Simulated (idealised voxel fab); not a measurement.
Proc. module: voxel self aligned contacts
Square cell edge 5 nm, section width 200 nm, ID cut.
Just so we're on the same page, the cross-sections are grids of square cells, and they're listed out in bands top to bottom, each band one or more rows deep. Top height, bottom height, nm. Materials left to right, width each, nm. Single material + "throughout" = fills band edge to edge. "air" = empty. Convention: height 0 is the level below which the wafer, as received, is all one material. The lowest band does not terminate at the bottom but continues downward, represented as "z 0 and below". A width such as "30 to 40" changes by the same amount from each row of cells to the next, from the band's top row to its bottom row. Any step labelled "nothing was modified" changed none of the cells in the cross-section. Closed empty spaces (no open way to the top) of 8 cells or more are what "Enclosed void list" lists, each as width x height at distance from the left edge, nm for all three. Post-settings text on a step line: simulator's own remark regarding the step. overlay nm: for a step with a mask, the amount by which the mask lay right of where it was planned; a negative amount means left of it.
**Planned process steps**
1 RECEIVE [material Si]
2 CONFORMAL_DEP [material SiO2] [thk nm 5]
3 DIRECTIONAL_DEP [material polySi] [thk nm 20]
4 DIRECTIONAL_DEP [material SiN] [thk nm 20]
5 PATTERN [tone cover] [mask id GATE] [material resist] [width nm 35] [pitch nm 70] [thk nm 20] [overlay nm 0]
6 DIRECTIONAL_ETCH [etch materials SiN] [depth nm 20]
7 DIRECTIONAL_ETCH [etch materials polySi] [depth nm 20]
8 STRIP [etch materials resist]
9 CONFORMAL_DEP [material SiN] [thk nm 5]
10 DIRECTIONAL_ETCH [etch materials SiN] [depth nm 5]
11 FILL_DEP [material SiO2] [thk nm 20]
12 CMP [height nm 55]
13 MASKED_ETCH [tone open] [mask id CONTACT] [width nm 55] [etch materials SiO2] [depth nm 55] [overlay nm 0]
14 CONFORMAL_DEP [material TiN] [thk nm 5]
15 FILL_DEP [material Ru] [thk nm 5]
16 CMP [height nm 55]
17 CONFORMAL_DEP [material SiN] [thk nm 5]
**First of two wafers - as planned**
**As received (post step 1): cross-section**
* z 0 and below  Si throughout
* Enclosed void list: none
**The following cross-section depicts the wafer upon completion of step 2**
* z 5 to 0  SiO2 throughout
* Below 0 it's all the same as before, nothing changed down there.
**The following cross-section depicts the wafer upon completion of step 3**
* z 25 to 5  polySi throughout
* Below 5 it's all the same as before, nothing changed down there.
**The following cross-section depicts the wafer upon completion of step 4**
* z 45 to 25  SiN throughout
* Below 25 it's all the same as before, nothing changed down there.
**The following cross-section depicts the wafer upon completion of step 5**
* z 65 to 45  air 45 / resist 35 / air 35 / resist 35 / air 50
* Below 45 it's all the same as before, nothing changed down there.
**The following cross-section depicts the wafer upon completion of step 6**
* z 65 to 45  air 45 / resist 35 / air 35 / resist 35 / air 50
* z 45 to 25  air 45 / SiN 35 / air 35 / SiN 35 / air 50
* Below 25 it's all the same as before, nothing changed down there.
**The following cross-section depicts the wafer upon completion of step 7**
* z 65 to 45  air 45 / resist 35 / air 35 / resist 35 / air 50
* z 45 to 25  air 45 / SiN 35 / air 35 / SiN 35 / air 50
* z 25 to 5  air 45 / polySi 35 / air 35 / polySi 35 / air 50
* Below 5 it's all the same as before, nothing changed down there.
**The following cross-section depicts the wafer upon completion of step 8**
* z 45 to 25  air 45 / SiN 35 / air 35 / SiN 35 / air 50
* Below 25 it's all the same as before, nothing changed down there.
**The following cross-section depicts the wafer upon completion of step 9**
* z 50 to 25  air 40 / SiN 45 / air 25 / SiN 45 / air 45
* z 25 to 10  air 40 / SiN 5 / polySi 35 / SiN 5 / air 25 / SiN 5 / polySi 35 / SiN 5 / air 45
* z 10 to 5  SiN 45 / polySi 35 / SiN 35 / polySi 35 / SiN 50
* Below 5 it's all the same as before, nothing changed down there.
**The following cross-section depicts the wafer upon completion of step 10**
* z 45 to 25  air 40 / SiN 45 / air 25 / SiN 45 / air 45
* z 25 to 5  air 40 / SiN 5 / polySi 35 / SiN 5 / air 25 / SiN 5 / polySi 35 / SiN 5 / air 45
* Below 5 it's all the same as before, nothing changed down there.
**The following cross-section depicts the wafer upon completion of step 11**
* z 65 to 45  SiO2 throughout
* z 45 to 25  SiO2 40 / SiN 45 / SiO2 25 / SiN 45 / SiO2 45
* z 25 to 5  SiO2 40 / SiN 5 / polySi 35 / SiN 5 / SiO2 25 / SiN 5 / polySi 35 / SiN 5 / SiO2 45
* Below 5 it's all the same as before, nothing changed down there.
**The following cross-section depicts the wafer upon completion of step 12**
* z 55 to 45  SiO2 throughout
* Below 45 it's all the same as before, nothing changed down there.
**The following cross-section depicts the wafer upon completion of step 13**
* z 55 to 45  SiO2 70 / air 55 / SiO2 75
* z 45 to 25  SiO2 40 / SiN 45 / air 25 / SiN 45 / SiO2 45
* z 25 to 5  SiO2 40 / SiN 5 / polySi 35 / SiN 5 / air 25 / SiN 5 / polySi 35 / SiN 5 / SiO2 45
* z 5 to 0  SiO2 85 / air 25 / SiO2 90
* Below 0 it's all the same as before, nothing changed down there.
**The following cross-section depicts the wafer upon completion of step 14**
* z 60 to 55  TiN 75 / air 45 / TiN 80
* z 55 to 45  SiO2 70 / TiN 5 to 20 / air 45 to 15 / TiN 5 to 20 / SiO2 75
* z 45 to 25  SiO2 40 / SiN 45 / TiN 5 / air 15 / TiN 5 / SiN 45 / SiO2 45
* z 25 to 5  SiO2 40 / SiN 5 / polySi 35 / SiN 5 / TiN 5 / air 15 / TiN 5 / SiN 5 / polySi 35 / SiN 5 / SiO2 45
* z 5 to 0  SiO2 85 / TiN 25 / SiO2 90
* Below 0 it's all the same as before, nothing changed down there.
**The following cross-section depicts the wafer upon completion of step 15**
* z 65 to 60  Ru throughout
* z 60 to 55  TiN 75 / Ru 45 / TiN 80
* z 55 to 45  SiO2 70 / TiN 5 to 20 / Ru 45 to 15 / TiN 5 to 20 / SiO2 75
* z 45 to 25  SiO2 40 / SiN 45 / TiN 5 / Ru 15 / TiN 5 / SiN 45 / SiO2 45
* z 25 to 5  SiO2 40 / SiN 5 / polySi 35 / SiN 5 / TiN 5 / Ru 15 / TiN 5 / SiN 5 / polySi 35 / SiN 5 / SiO2 45
* Below 5 it's all the same as before, nothing changed down there.
**The following cross-section depicts the wafer upon completion of step 16**
* z 55 to 45  SiO2 70 / TiN 5 to 20 / Ru 45 to 15 / TiN 5 to 20 / SiO2 75
* Below 45 it's all the same as before, nothing changed down there.
**The following cross-section depicts the wafer upon completion of step 17**
* z 60 to 55  SiN throughout
* Below 55 it's all the same as before, nothing changed down there.
**Wafer two of the pair: same origin, same plan, one error during the run; identical to wafer one up to and including step 1**
What the second wafer looks like in cross-section when step 2 should have wrapped up: nothing was modified
**What the second wafer looks like in cross-section when step 3 should have wrapped up**
* z 20 to 0  polySi throughout
* Below 0 it's all the same as before, nothing changed down there.
**What the second wafer looks like in cross-section when step 4 should have wrapped up**
* z 40 to 20  SiN throughout
* Below 20 it's all the same as before, nothing changed down there.
**What the second wafer looks like in cross-section when step 5 should have wrapped up**
* z 60 to 40  air 45 / resist 35 / air 35 / resist 35 / air 50
* Below 40 it's all the same as before, nothing changed down there.
**What the second wafer looks like in cross-section when step 6 should have wrapped up**
* z 60 to 40  air 45 / resist 35 / air 35 / resist 35 / air 50
* z 40 to 20  air 45 / SiN 35 / air 35 / SiN 35 / air 50
* Below 20 it's all the same as before, nothing changed down there.
**What the second wafer looks like in cross-section when step 7 should have wrapped up**
* z 60 to 40  air 45 / resist 35 / air 35 / resist 35 / air 50
* z 40 to 20  air 45 / SiN 35 / air 35 / SiN 35 / air 50
* z 20 to 0  air 45 / polySi 35 / air 35 / polySi 35 / air 50
* Below 0 it's all the same as before, nothing changed down there.
**What the second wafer looks like in cross-section when step 8 should have wrapped up**
* z 40 to 20  air 45 / SiN 35 / air 35 / SiN 35 / air 50
* Below 20 it's all the same as before, nothing changed down there.
**What the second wafer looks like in cross-section when step 9 should have wrapped up**
* z 45 to 20  air 40 / SiN 45 / air 25 / SiN 45 / air 45
* z 20 to 5  air 40 / SiN 5 / polySi 35 / SiN 5 / air 25 / SiN 5 / polySi 35 / SiN 5 / air 45
* z 5 to 0  SiN 45 / polySi 35 / SiN 35 / polySi 35 / SiN 50
* Below 0 it's all the same as before, nothing changed down there.
**What the second wafer looks like in cross-section when step 10 should have wrapped up**
* z 40 to 20  air 40 / SiN 45 / air 25 / SiN 45 / air 45
* z 20 to 0  air 40 / SiN 5 / polySi 35 / SiN 5 / air 25 / SiN 5 / polySi 35 / SiN 5 / air 45
* Below 0 it's all the same as before, nothing changed down there.
**What the second wafer looks like in cross-section when step 11 should have wrapped up**
* z 60 to 40  SiO2 throughout
* z 40 to 20  SiO2 40 / SiN 45 / SiO2 25 / SiN 45 / SiO2 45
* z 20 to 0  SiO2 40 / SiN 5 / polySi 35 / SiN 5 / SiO2 25 / SiN 5 / polySi 35 / SiN 5 / SiO2 45
* Below 0 it's all the same as before, nothing changed down there.
**What the second wafer looks like in cross-section when step 12 should have wrapped up**
* z 55 to 40  SiO2 throughout
* Below 40 it's all the same as before, nothing changed down there.
**What the second wafer looks like in cross-section when step 13 should have wrapped up**
* z 55 to 40  SiO2 70 / air 55 / SiO2 75
* z 40 to 20  SiO2 40 / SiN 45 / air 25 / SiN 45 / SiO2 45
* z 20 to 0  SiO2 40 / SiN 5 / polySi 35 / SiN 5 / air 25 / SiN 5 / polySi 35 / SiN 5 / SiO2 45
* Below 0 it's all the same as before, nothing changed down there.
**What the second wafer looks like in cross-section when step 14 should have wrapped up**
* z 60 to 55  TiN 75 / air 45 / TiN 80
* z 55 to 45  SiO2 70 / TiN 5 / air 45 / TiN 5 / SiO2 75
* z 45 to 40  SiO2 70 / TiN 20 / air 15 / TiN 20 / SiO2 75
* z 40 to 20  SiO2 40 / SiN 45 / TiN 5 / air 15 / TiN 5 / SiN 45 / SiO2 45
* z 20 to 5  SiO2 40 / SiN 5 / polySi 35 / SiN 5 / TiN 5 / air 15 / TiN 5 / SiN 5 / polySi 35 / SiN 5 / SiO2 45
* z 5 to 0  SiO2 40 / SiN 5 / polySi 35 / SiN 5 / TiN 25 / SiN 5 / polySi 35 / SiN 5 / SiO2 45
* Below 0 it's all the same as before, nothing changed down there.
**What the second wafer looks like in cross-section when step 15 should have wrapped up**
* z 65 to 60  Ru throughout
* z 60 to 55  TiN 75 / Ru 45 / TiN 80
* z 55 to 45  SiO2 70 / TiN 5 / Ru 45 / TiN 5 / SiO2 75
* z 45 to 40  SiO2 70 / TiN 20 / Ru 15 / TiN 20 / SiO2 75
* z 40 to 20  SiO2 40 / SiN 45 / TiN 5 / Ru 15 / TiN 5 / SiN 45 / SiO2 45
* z 20 to 5  SiO2 40 / SiN 5 / polySi 35 / SiN 5 / TiN 5 / Ru 15 / TiN 5 / SiN 5 / polySi 35 / SiN 5 / SiO2 45
* Below 5 it's all the same as before, nothing changed down there.
**What the second wafer looks like in cross-section when step 16 should have wrapped up**
* z 55 to 45  SiO2 70 / TiN 5 / Ru 45 / TiN 5 / SiO2 75
* Below 45 it's all the same as before, nothing changed down there.
**What the second wafer looks like in cross-section when step 17 should have wrapped up**
* z 60 to 55  SiN throughout
* Below 55 it's all the same as before, nothing changed down there.
What broke from the plan during processing? execution of step 2 of the plan did not take place, the step having been omitted
Final comparison by cell count, materials where the second wafer has more or fewer than the first: Ru +6, SiO2 -6
